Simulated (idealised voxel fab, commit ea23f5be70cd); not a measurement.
Process module in this document: voxel transistor to metal
The cross-section on display is named cut; it measures 180 nm wide, and its cells are 5 nm squares.
Heads up, the way a cross-section reads in here is a grid of square cells, handed over as bands from the top down, with every band being one or more rows of cells. Each band's line starts with the height of the band's top and of its bottom, in nm. Then come its materials from left to right, each with its width in nm. One material with "full width" fills the band from edge to edge. "blank" is empty space. Counting heights begins at 0, where everything beneath is, in the wafer as received, one material. The lowest band has no bottom; it goes on downwards, as "0 down" shows. Per-row width for "30->40": begins at first number (top row of band), ends at second number (bottom row), increment between rows held constant. Where the words "all unchanged" appear for a step, the cross-section shows no cell changed by that step; every cell remained as before. What "Catalogued sealed voids" gives you is every empty space of 8 cells or more that is cut off from the top. Each appears as width x height at distance, with the distance taken from the left edge and width, height and distance all in nm. If you see something after the settings on a step's line, that's the simulator's own remark about that step. overlay nm: on a step with a mask, how far right of its planned place the mask lay; negative means left.

# Set out below are the planned steps of the process
1 RECEIVE: material Si
2 CONFORMAL_DEP: material SiO2, thk nm 5
3 CONFORMAL_DEP: material SiN, thk nm 10
4 DIRECTIONAL_DEP: material aC, thk nm 15
5 PATTERN: tone cover, mask id ACTIVE, material resist, width nm 115, thk nm 35, overlay nm 0
6 DIRECTIONAL_ETCH: etch materials aC, depth nm 15
7 STRIP: etch materials resist
8 DIRECTIONAL_ETCH: etch materials SiN, depth nm 10
9 DIRECTIONAL_ETCH: etch materials SiO2, depth nm 5
10 DIRECTIONAL_ETCH: etch materials Si, depth nm 20
11 STRIP: etch materials aC
12 OXIDIZE: depth nm 5
13 FILL_DEP: material SiO2, thk nm 15
14 CMP: height nm 15
15 SELECTIVE_ETCH: etch materials SiO2, depth nm 5
16 STRIP: etch materials SiN
17 SELECTIVE_ETCH: etch materials SiO2, depth nm 5
18 OXIDIZE: depth nm 5
19 DIRECTIONAL_DEP: material polySi, thk nm 30
20 DIRECTIONAL_DEP: material SiCN, thk nm 10
21 MASKED_ETCH: tone cover, mask id GATE, width nm 25, etch materials SiCN, depth nm 20, overlay nm 0
22 MASKED_ETCH: tone cover, mask id GATE, width nm 15, etch materials polySi, depth nm 40, overlay nm 0
23 CONFORMAL_DEP: material SiN, thk nm 5
24 DIRECTIONAL_ETCH: etch materials SiN, depth nm 5
25 DIRECTIONAL_ETCH: etch materials SiO2, depth nm 5
26 DIRECTIONAL_ETCH: etch materials Si, depth nm 15
27 EPI: material nSi, thk nm 15
28 FILL_DEP: material SiO2, thk nm 5
29 CMP: height nm 30
30 STRIP: etch materials polySi
31 SELECTIVE_ETCH: etch materials SiO2, depth nm 5
32 CONFORMAL_DEP: material HfO2, thk nm 5
33 CONFORMAL_DEP: material TiN, thk nm 5
34 FILL_DEP: material W, thk nm 10
35 CMP: height nm 25
36 DIRECTIONAL_DEP: material SiO2, thk nm 10
37 MASKED_ETCH: tone open, mask id CONTACT, width nm 15, pitch nm 80, etch materials SiO2, depth nm 40, overlay nm 0
38 CONFORMAL_DEP: material TiN, thk nm 5
39 FILL_DEP: material W, thk nm 5
40 CMP: height nm 35
41 DIRECTIONAL_DEP: material TiN, thk nm 5
42 DIRECTIONAL_DEP: material Ru, thk nm 20
43 MASKED_ETCH: tone cover, mask id METAL_1, width nm 15, pitch nm 80, etch materials Ru, depth nm 20, overlay nm 0
44 MASKED_ETCH: tone cover, mask id METAL_1, width nm 15, pitch nm 80, etch materials TiN, depth nm 5, overlay nm 0
45 CONFORMAL_DEP: material SiN, thk nm 5
46 FILL_DEP: material SiO2, thk nm 10
47 CMP: height nm 60
48 CONFORMAL_DEP: material SiCN, thk nm 5
Where the wafers of this document differ is in the width nm of step 22; they start out the same, and the plan states the value that applied to the first wafer.

# Cross-section, first of several wafers, as delivered after step 1
    0 down | Si full width
    Catalogued sealed voids: none

# Rows = wafers. At module end, each row lists per material the cells gained (+) or lost (-) since the wafer was received, then the closed voids
width nm 15, +17 HfO2, +24 Ru, -138 Si, +36 SiCN, +58 SiN, +342 SiO2, +51 TiN, +18 W, +60 nSi, Catalogued sealed voids: none
width nm 20, +17 HfO2, +24 Ru, -138 Si, +36 SiCN, +58 SiN, +342 SiO2, +51 TiN, +18 W, +60 nSi, Catalogued sealed voids: none
width nm 25, +17 HfO2, +24 Ru, -138 Si, +36 SiCN, +58 SiN, +342 SiO2, +51 TiN, +18 W, +60 nSi, Catalogued sealed voids: none
width nm 30, +18 HfO2, +24 Ru, -135 Si, +36 SiCN, +58 SiN, +339 SiO2, +52 TiN, +19 W, +57 nSi, Catalogued sealed voids: none
width nm 35, +19 HfO2, +24 Ru, -132 Si, +36 SiCN, +58 SiN, +336 SiO2, +53 TiN, +20 W, +54 nSi, Catalogued sealed voids: none
